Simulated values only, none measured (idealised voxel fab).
Process module name: voxel local oxidation
Xsec cut, 230 nm wide, square cell size 5 nm.
Cross-section spec: square-cell grid; bands listed top down; each band is one or more rows. For a band, the entry starts with two heights in nm, that of the top and then that of the bottom, and carries on with the band's materials in order from left to right, each alongside its width in nm; the word "throughout" beside a single material means it fills the band edge to edge, and "empty" means empty space. The reference from which all heights are counted is 0, the level beneath which the as-received wafer is entirely one material; the lowest band, having no lower bound, proceeds downward and is written after the example "0 nm and below". Think of "30..40" as a width that walks from the first number to the second as you go down the band, top row to bottom row, taking equal-sized steps from row to row. Step marked "same as before"? Then no cell in the cross-section changed in it. "Enclosed void list" lists enclosed empty spaces (at least 8 cells, no open path upward to the top), each as width x height at distance from the left edge, in nm. Note: text after step settings on the step line = simulator remark on that step. Steps that use a mask can have "overlay nm" on their line. It says how far the mask sat to the right of where it was meant to be. Negative means to the left. Reading guide: pairs of cross-sections, before and after one process step; after view cut off at lowest changed band; step and settings listed under each pair. Pairs may stem from different runs of this module on the same starting wafer; continuity with the pair above only where the "Pre-step view" entry states it.
Pre-step view
> 0 nm and below  Si throughout
> Enclosed void list: none
Cross-Section Thereafter
> 5 nm to 0 nm  SiO2 throughout
> Below 0 it's all the same as before, nothing changed down there.
> Enclosed void list: none
Relating the two cross-sections above, the step in between is CONFORMAL_DEP with material SiO2, thk nm 5
Pre-step view: equal to the after panel directly above.
Cross-Section Thereafter
> 15 nm to 5 nm  SiN throughout
> Below 5 it's all the same as before, nothing changed down there.
> Enclosed void list: none
Relating the two cross-sections above, the step in between is CONFORMAL_DEP with material SiN, thk nm 10
Pre-step view: equal to the after panel directly above.
Cross-Section Thereafter
> 35 nm to 15 nm  empty: 60  resist: 110  empty: 60
> Below 15 it's all the same as before, nothing changed down there.
> Enclosed void list: none
Relating the two cross-sections above, the step in between is PATTERN with tone cover, mask id ACTIVE, material resist, width nm 110, thk nm 20, overlay nm 0
Pre-step view: equal to the after panel directly above.
Cross-Section Thereafter
> 35 nm to 15 nm  empty: 60  resist: 110  empty: 60
> 15 nm to 5 nm  empty: 60  SiN: 110  empty: 60
> Below 5 it's all the same as before, nothing changed down there.
> Enclosed void list: none
Relating the two cross-sections above, the step in between is DIRECTIONAL_ETCH with etch materials SiN, depth nm 10
Pre-step view: equal to the after panel directly above.
Cross-Section Thereafter
> 15 nm to 5 nm  empty: 60  SiN: 110  empty: 60
> Below 5 it's all the same as before, nothing changed down there.
> Enclosed void list: none
Relating the two cross-sections above, the step in between is STRIP with etch materials resist
Pre-step view: equal to the after panel directly above.
Cross-Section Thereafter
> 15 nm to 5 nm  empty: 60  SiN: 110  empty: 60
> 5 nm to 0 nm  empty: 65  SiO2: 100  empty: 65
> Below 0 it's all the same as before, nothing changed down there.
> Enclosed void list: none
Relating the two cross-sections above, the step in between is SELECTIVE_ETCH with etch materials SiO2, depth nm 5
Pre-step view: equal to the after panel directly above.
Cross-Section Thereafter
> 15 nm to 5 nm  empty: 60  SiN: 110  empty: 60
> 5 nm to 0 nm  empty: 65  SiO2: 100  empty: 65
> 0 nm to -10 nm  SiO2: 75  Si: 80  SiO2: 75
> Below -10 it's all the same as before, nothing changed down there.
> Enclosed void list: none
Relating the two cross-sections above, the step in between is OXIDIZE with depth nm 10
Pre-step view: equal to the after panel directly above.
Cross-Section Thereafter
> 5 nm to 0 nm  empty: 65  SiO2: 100  empty: 65
> Below 0 it's all the same as before, nothing changed down there.
> Enclosed void list: none
Relating the two cross-sections above, the step in between is STRIP with etch materials SiN
Pre-step view
> 0 nm and below  Si throughout
> Enclosed void list: none
Cross-Section Thereafter
> 10 nm to 0 nm  SiN throughout
> Below 0 it's all the same as before, nothing changed down there.
> Enclosed void list: none
Relating the two cross-sections above, the step in between is CONFORMAL_DEP with material SiN, thk nm 10
Pre-step view: equal to the after panel directly above.
Cross-Section Thereafter
> 30 nm to 10 nm  empty: 60  resist: 110  empty: 60
> Below 10 it's all the same as before, nothing changed down there.
> Enclosed void list: none
Relating the two cross-sections above, the step in between is PATTERN with tone cover, mask id ACTIVE, material resist, width nm 110, thk nm 20, overlay nm 0
Pre-step view: equal to the after panel directly above.
Cross-Section Thereafter
> 30 nm to 10 nm  empty: 60  resist: 110  empty: 60
> 10 nm to 0 nm  empty: 60  SiN: 110  empty: 60
> Below 0 it's all the same as before, nothing changed down there.
> Enclosed void list: none
Relating the two cross-sections above, the step in between is DIRECTIONAL_ETCH with etch materials SiN, depth nm 10
Pre-step view: equal to the after panel directly above.
Cross-Section Thereafter
> 10 nm to 0 nm  empty: 60  SiN: 110  empty: 60
> Below 0 it's all the same as before, nothing changed down there.
> Enclosed void list: none
Relating the two cross-sections above, the step in between is STRIP with etch materials resist
Pre-step view: equal to the after panel directly above.
Cross-Section Thereafter
> 10 nm to 0 nm  empty: 60  SiN: 110  empty: 60
> 0 nm to -10 nm  SiO2: 70  Si: 90  SiO2: 70
> Below -10 it's all the same as before, nothing changed down there.
> Enclosed void list: none
Relating the two cross-sections above, the step in between is OXIDIZE with depth nm 10
Pre-step view: equal to the after panel directly above.
Cross-Section Thereafter
> 0 nm to -10 nm  SiO2: 70  Si: 90  SiO2: 70
> Below -10 it's all the same as before, nothing changed down there.
> Enclosed void list: none
Relating the two cross-sections above, the step in between is STRIP with etch materials SiN
Pre-step view
> 35 nm to 15 nm  empty: 60  resist: 110  empty: 60
> 15 nm to 5 nm  empty: 60  SiN: 110  empty: 60
> 5 nm to 0 nm  SiO2 throughout
> 0 nm and below  Si throughout
> Enclosed void list: none
Cross-Section Thereafter
> 35 nm to 15 nm  empty: 60  resist: 110  empty: 60
> 15 nm to 5 nm  empty: 60  SiN: 110  empty: 60
> 5 nm to 0 nm  empty: 65  SiO2: 100  empty: 65
> Below 0 it's all the same as before, nothing changed down there.
> Enclosed void list: none
Relating the two cross-sections above, the step in between is SELECTIVE_ETCH with etch materials SiO2, depth nm 5
Pre-step view: equal to the after panel directly above.
Cross-Section Thereafter
> 15 nm to 5 nm  empty: 60  SiN: 110  empty: 60
> Below 5 it's all the same as before, nothing changed down there.
> Enclosed void list: none
Relating the two cross-sections above, the step in between is STRIP with etch materials resist
Pre-step view: equal to the after panel directly above.
Cross-Section Thereafter
> 15 nm to 5 nm  empty: 60  SiN: 110  empty: 60
> 5 nm to 0 nm  empty: 65  SiO2: 100  empty: 65
> 0 nm to -15 nm  SiO2: 80  Si: 70  SiO2: 80
> Below -15 it's all the same as before, nothing changed down there.
> Enclosed void list: none
Relating the two cross-sections above, the step in between is OXIDIZE with depth nm 15
Pre-step view: equal to the after panel directly above.
Cross-Section Thereafter
> 5 nm to 0 nm  empty: 65  SiO2: 100  empty: 65
> Below 0 it's all the same as before, nothing changed down there.
> Enclosed void list: none
Relating the two cross-sections above, the step in between is STRIP with etch materials SiN
Pre-step view
> 15 nm to 5 nm  SiN throughout
> 5 nm to 0 nm  SiO2 throughout
> 0 nm and below  Si throughout
> Enclosed void list: none
Cross-Section Thereafter
> 35 nm to 15 nm  empty: 65  resist: 105  empty: 60
> Below 15 it's all the same as before, nothing changed down there.
> Enclosed void list: none
Relating the two cross-sections above, the step in between is PATTERN with tone cover, mask id ACTIVE, material resist, width nm 105, thk nm 20, overlay nm 0
Pre-step view: equal to the after panel directly above.
Cross-Section Thereafter
> 35 nm to 15 nm  empty: 65  resist: 105  empty: 60
> 15 nm to 5 nm  empty: 65  SiN: 105  empty: 60
> Below 5 it's all the same as before, nothing changed down there.
> Enclosed void list: none
Relating the two cross-sections above, the step in between is DIRECTIONAL_ETCH with etch materials SiN, depth nm 10
Pre-step view: equal to the after panel directly above.
Cross-Section Thereafter
> 15 nm to 5 nm  empty: 65  SiN: 105  empty: 60
> Below 5 it's all the same as before, nothing changed down there.
> Enclosed void list: none
Relating the two cross-sections above, the step in between is STRIP with etch materials resist
Pre-step view: equal to the after panel directly above.
Cross-Section Thereafter
> 15 nm to 5 nm  empty: 65  SiN: 105  empty: 60
> 5 nm to 0 nm  empty: 70  SiO2: 95  empty: 65
> Below 0 it's all the same as before, nothing changed down there.
> Enclosed void list: none
Relating the two cross-sections above, the step in between is SELECTIVE_ETCH with etch materials SiO2, depth nm 5
Pre-step view: equal to the after panel directly above.
Cross-Section Thereafter
> 15 nm to 5 nm  empty: 65  SiN: 105  empty: 60
> 5 nm to 0 nm  empty: 70  SiO2: 95  empty: 65
> 0 nm to -10 nm  SiO2: 80  Si: 75  SiO2: 75
> Below -10 it's all the same as before, nothing changed down there.
> Enclosed void list: none
Relating the two cross-sections above, the step in between is OXIDIZE with depth nm 10
Pre-step view: equal to the after panel directly above.
Cross-Section Thereafter
> 5 nm to 0 nm  empty: 70  SiO2: 95  empty: 65
> Below 0 it's all the same as before, nothing changed down there.
> Enclosed void list: none
Relating the two cross-sections above, the step in between is STRIP with etch materials SiN
Pre-step view
> 15 nm to 5 nm  SiN throughout
> 5 nm to 0 nm  SiO2 throughout
> 0 nm and below  Si throughout
> Enclosed void list: none
Cross-Section Thereafter
> 35 nm to 15 nm  empty: 70  resist: 110  empty: 50
> Below 15 it's all the same as before, nothing changed down there.
> Enclosed void list: none
Relating the two cross-sections above, the step in between is PATTERN with tone cover, mask id ACTIVE, material resist, width nm 110, thk nm 20, overlay nm 10
Pre-step view: equal to the after panel directly above.
Cross-Section Thereafter
> 35 nm to 15 nm  empty: 70  resist: 110  empty: 50
> 15 nm to 5 nm  empty: 70  SiN: 110  empty: 50
> Below 5 it's all the same as before, nothing changed down there.
> Enclosed void list: none
Relating the two cross-sections above, the step in between is DIRECTIONAL_ETCH with etch materials SiN, depth nm 10
Pre-step view: equal to the after panel directly above.
Cross-Section Thereafter
> 15 nm to 5 nm  empty: 70  SiN: 110  empty: 50
> Below 5 it's all the same as before, nothing changed down there.
> Enclosed void list: none
Relating the two cross-sections above, the step in between is STRIP with etch materials resist
Pre-step view: equal to the after panel directly above.
Cross-Section Thereafter
> 15 nm to 5 nm  empty: 70  SiN: 110  empty: 50
> 5 nm to 0 nm  empty: 75  SiO2: 100  empty: 55
> Below 0 it's all the same as before, nothing changed down there.
> Enclosed void list: none
Relating the two cross-sections above, the step in between is SELECTIVE_ETCH with etch materials SiO2, depth nm 5
Pre-step view: equal to the after panel directly above.
Cross-Section Thereafter
> 15 nm to 5 nm  empty: 70  SiN: 110  empty: 50
> 5 nm to 0 nm  empty: 75  SiO2: 100  empty: 55
> 0 nm to -10 nm  SiO2: 85  Si: 80  SiO2: 65
> Below -10 it's all the same as before, nothing changed down there.
> Enclosed void list: none
Relating the two cross-sections above, the step in between is OXIDIZE with depth nm 10
Pre-step view: equal to the after panel directly above.
Cross-Section Thereafter
> 5 nm to 0 nm  empty: 75  SiO2: 100  empty: 55
> Below 0 it's all the same as before, nothing changed down there.
> Enclosed void list: none
Relating the two cross-sections above, the step in between is STRIP with etch materials SiN
Pre-step view
> 15 nm to 5 nm  empty: 60  SiN: 110  empty: 60
> 5 nm to 0 nm  empty: 65  SiO2: 100  empty: 65
> 0 nm to -10 nm  SiO2: 75  Si: 80  SiO2: 75
> -10 nm and below  Si throughout
> Enclosed void list: none
Cross-Section Thereafter
> 0 nm to -10 nm  empty: 75  Si: 80  empty: 75
> Below -10 it's all the same as before, nothing changed down there.
> Enclosed void list: none
Relating the two cross-sections above, the step in between is STRIP with etch materials SiO2
Pre-step view
> 15 nm to 5 nm  SiN throughout
> 5 nm to 0 nm  SiO2 throughout
> 0 nm and below  Si throughout
> Enclosed void list: none
Cross-Section Thereafter
> 35 nm to 15 nm  resist: 60  empty: 110  resist: 60
> Below 15 it's all the same as before, nothing changed down there.
> Enclosed void list: none
Relating the two cross-sections above, the step in between is PATTERN with tone open, mask id ACTIVE, material resist, width nm 110, thk nm 20, overlay nm 0
Pre-step view: equal to the after panel directly above.
Cross-Section Thereafter
> 35 nm to 15 nm  resist: 60  empty: 110  resist: 60
> 15 nm to 5 nm  SiN: 60  empty: 110  SiN: 60
> Below 5 it's all the same as before, nothing changed down there.
> Enclosed void list: none
Relating the two cross-sections above, the step in between is DIRECTIONAL_ETCH with etch materials SiN, depth nm 10
Pre-step view: equal to the after panel directly above.
Cross-Section Thereafter
> 15 nm to 5 nm  SiN: 60  empty: 110  SiN: 60
> Below 5 it's all the same as before, nothing changed down there.
> Enclosed void list: none
Relating the two cross-sections above, the step in between is STRIP with etch materials resist
Pre-step view: equal to the after panel directly above.
Cross-Section Thereafter
> 15 nm to 5 nm  SiN: 60  empty: 110  SiN: 60
> 5 nm to 0 nm  SiO2: 55  empty: 120  SiO2: 55
> Below 0 it's all the same as before, nothing changed down there.
> Enclosed void list: none
Relating the two cross-sections above, the step in between is SELECTIVE_ETCH with etch materials SiO2, depth nm 5
Pre-step view: equal to the after panel directly above.
Cross-Section Thereafter
> 15 nm to 5 nm  SiN: 60  empty: 110  SiN: 60
> 5 nm to 0 nm  SiO2: 55  empty: 120  SiO2: 55
> 0 nm to -10 nm  Si: 45  SiO2: 140  Si: 45
> Below -10 it's all the same as before, nothing changed down there.
> Enclosed void list: none
Relating the two cross-sections above, the step in between is OXIDIZE with depth nm 10
Pre-step view: equal to the after panel directly above.
Cross-Section Thereafter
> 5 nm to 0 nm  SiO2: 55  empty: 120  SiO2: 55
> Below 0 it's all the same as before, nothing changed down there.
> Enclosed void list: none
Relating the two cross-sections above, the step in between is STRIP with etch materials SiN
